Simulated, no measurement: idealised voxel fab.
Title: Process Module voxel ribs on slabs
Cross-section cut spans 160 nm and uses square cells 5 nm in size.
We lay out every cross-section as a grid of square cells and spell it out in bands from the top down, where one band means one or more rows of cells. What a band's entry tells you: where the top is and where the bottom is, as heights in nm, and after that what lies inside, material by material from left to right, each with its width in nm. Empty space is written as the word "blank", and a single material marked with the word "edge to edge" occupies the band from edge to edge. Note: height 0 marks the level under which the wafer is uniformly one material as received. Lowest band unbounded below, written "0 and below". Note: "30->40" means the width goes from the first number (top row of the band) to the second number (bottom row) in equal steps per row of cells. A step reported as "all unchanged" is a step in which no cell of the cross-section changed. Enclosed voids (no open way to top), threshold 8 cells or more, entry "Voids lacking openings", notation width x height at distance, distance from left edge, nm. Whatever follows a step's settings on its line is a remark the simulator itself makes about that step. overlay nm, on a step with a mask: how far to the right of its planned place the mask lay; to the left if negative.
[Steps in the process plan]
| 1 | RECEIVE, material Si |
| 2 | DIRECTIONAL_DEP, material SiO2, thk nm 20 |
| 3 | DIRECTIONAL_DEP, material polySi, thk nm 20 |
| 4 | MASKED_ETCH, tone cover, mask id RIB, width nm 30, etch materials polySi, depth nm 5, overlay nm 0 |
| 5 | PATTERN, tone cover, mask id SLAB, material resist, width nm 80, thk nm 20, overlay nm 0 |
| 6 | DIRECTIONAL_ETCH, etch materials polySi, depth nm 15 |
| 7 | STRIP, etch materials resist |
| 8 | FILL_DEP, material SiO2, thk nm 20 |
| 9 | CMP, height nm 55 |
| 10 | DIRECTIONAL_DEP, material W, thk nm 10 |
| 11 | MASKED_ETCH, tone cover, mask id HEATER, width nm 40, etch materials W, depth nm 10, overlay nm 0 |
| 12 | CONFORMAL_DEP, material SiN, thk nm 5 |
[So, the first of our two wafers, run just as we planned it]
[Here's what the wafer looked like in cross-section when it arrived - that's after step 1]
> 0 and below  Si edge to edge
> Voids lacking openings: none
[Wafer after step 2 (cross-section)]
> 20 down to 0  SiO2 edge to edge
> Below 0 it's all the same as before, nothing changed down there.
[Wafer after step 3 (cross-section)]
> 40 down to 20  polySi edge to edge
> Below 20 it's all the same as before, nothing changed down there.
[Wafer after step 4 (cross-section)]
> 40 down to 35  blank 65 nm; polySi 30 nm; blank 65 nm
> Below 35 it's all the same as before, nothing changed down there.
[Wafer after step 5 (cross-section)]
> 60 down to 40  blank 40 nm; resist 80 nm; blank 40 nm
> 40 down to 35  blank 40 nm; resist 25 nm; polySi 30 nm; resist 25 nm; blank 40 nm
> Below 35 it's all the same as before, nothing changed down there.
[Wafer after step 6 (cross-section)]
> 60 down to 40  blank 40 nm; resist 80 nm; blank 40 nm
> 40 down to 35  blank 40 nm; resist 25 nm; polySi 30 nm; resist 25 nm; blank 40 nm
> 35 down to 20  blank 40 nm; polySi 80 nm; blank 40 nm
> Below 20 it's all the same as before, nothing changed down there.
[Wafer after step 7 (cross-section)]
> 40 down to 35  blank 65 nm; polySi 30 nm; blank 65 nm
> Below 35 it's all the same as before, nothing changed down there.
[Wafer after step 8 (cross-section)]
> 60 down to 40  SiO2 edge to edge
> 40 down to 35  SiO2 65 nm; polySi 30 nm; SiO2 65 nm
> 35 down to 20  SiO2 40 nm; polySi 80 nm; SiO2 40 nm
> Below 20 it's all the same as before, nothing changed down there.
[Wafer after step 9 (cross-section)]
> 55 down to 40  SiO2 edge to edge
> Below 40 it's all the same as before, nothing changed down there.
[Wafer after step 10 (cross-section)]
> 65 down to 55  W edge to edge
> Below 55 it's all the same as before, nothing changed down there.
[Wafer after step 11 (cross-section)]
> 65 down to 55  blank 60 nm; W 40 nm; blank 60 nm
> Below 55 it's all the same as before, nothing changed down there.
[Wafer after step 12 (cross-section)]
> 70 down to 65  blank 55 nm; SiN 50 nm; blank 55 nm
> 65 down to 60  blank 55 nm; SiN 5 nm; W 40 nm; SiN 5 nm; blank 55 nm
> 60 down to 55  SiN 60 nm; W 40 nm; SiN 60 nm
> Below 55 it's all the same as before, nothing changed down there.
[Second wafer. Start and plan as for the first. One mistake made in running. Agrees with the first up to and including step 1]
[Look at the second wafer in cross-section at the time step 2 ought to have finished]
> 20 down to 0  SiN edge to edge
> Below 0 it's all the same as before, nothing changed down there.
[Look at the second wafer in cross-section at the time step 3 ought to have finished]
> 40 down to 20  polySi edge to edge
> Below 20 it's all the same as before, nothing changed down there.
[Look at the second wafer in cross-section at the time step 4 ought to have finished]
> 40 down to 35  blank 65 nm; polySi 30 nm; blank 65 nm
> Below 35 it's all the same as before, nothing changed down there.
[Look at the second wafer in cross-section at the time step 5 ought to have finished]
> 60 down to 40  blank 40 nm; resist 80 nm; blank 40 nm
> 40 down to 35  blank 40 nm; resist 25 nm; polySi 30 nm; resist 25 nm; blank 40 nm
> Below 35 it's all the same as before, nothing changed down there.
[Look at the second wafer in cross-section at the time step 6 ought to have finished]
> 60 down to 40  blank 40 nm; resist 80 nm; blank 40 nm
> 40 down to 35  blank 40 nm; resist 25 nm; polySi 30 nm; resist 25 nm; blank 40 nm
> 35 down to 20  blank 40 nm; polySi 80 nm; blank 40 nm
> Below 20 it's all the same as before, nothing changed down there.
[Look at the second wafer in cross-section at the time step 7 ought to have finished]
> 40 down to 35  blank 65 nm; polySi 30 nm; blank 65 nm
> Below 35 it's all the same as before, nothing changed down there.
[Look at the second wafer in cross-section at the time step 8 ought to have finished]
> 60 down to 40  SiO2 edge to edge
> 40 down to 35  SiO2 65 nm; polySi 30 nm; SiO2 65 nm
> 35 down to 20  SiO2 40 nm; polySi 80 nm; SiO2 40 nm
> Below 20 it's all the same as before, nothing changed down there.
[Look at the second wafer in cross-section at the time step 9 ought to have finished]
> 55 down to 40  SiO2 edge to edge
> Below 40 it's all the same as before, nothing changed down there.
[Look at the second wafer in cross-section at the time step 10 ought to have finished]
> 65 down to 55  W edge to edge
> Below 55 it's all the same as before, nothing changed down there.
[Look at the second wafer in cross-section at the time step 11 ought to have finished]
> 65 down to 55  blank 60 nm; W 40 nm; blank 60 nm
> Below 55 it's all the same as before, nothing changed down there.
[Look at the second wafer in cross-section at the time step 12 ought to have finished]
> 70 down to 65  blank 55 nm; SiN 50 nm; blank 55 nm
> 65 down to 60  blank 55 nm; SiN 5 nm; W 40 nm; SiN 5 nm; blank 55 nm
> 60 down to 55  SiN 60 nm; W 40 nm; SiN 60 nm
> Below 55 it's all the same as before, nothing changed down there.
Plan not followed: in deviation from the planned setting, step 2 was conducted as DIRECTIONAL_DEP, material SiN, thk nm 20
Upon completion, the second wafer contains, in terms of cells, a greater or smaller amount of certain materials than the first wafer: 128 more of SiN | 128 fewer of SiO2
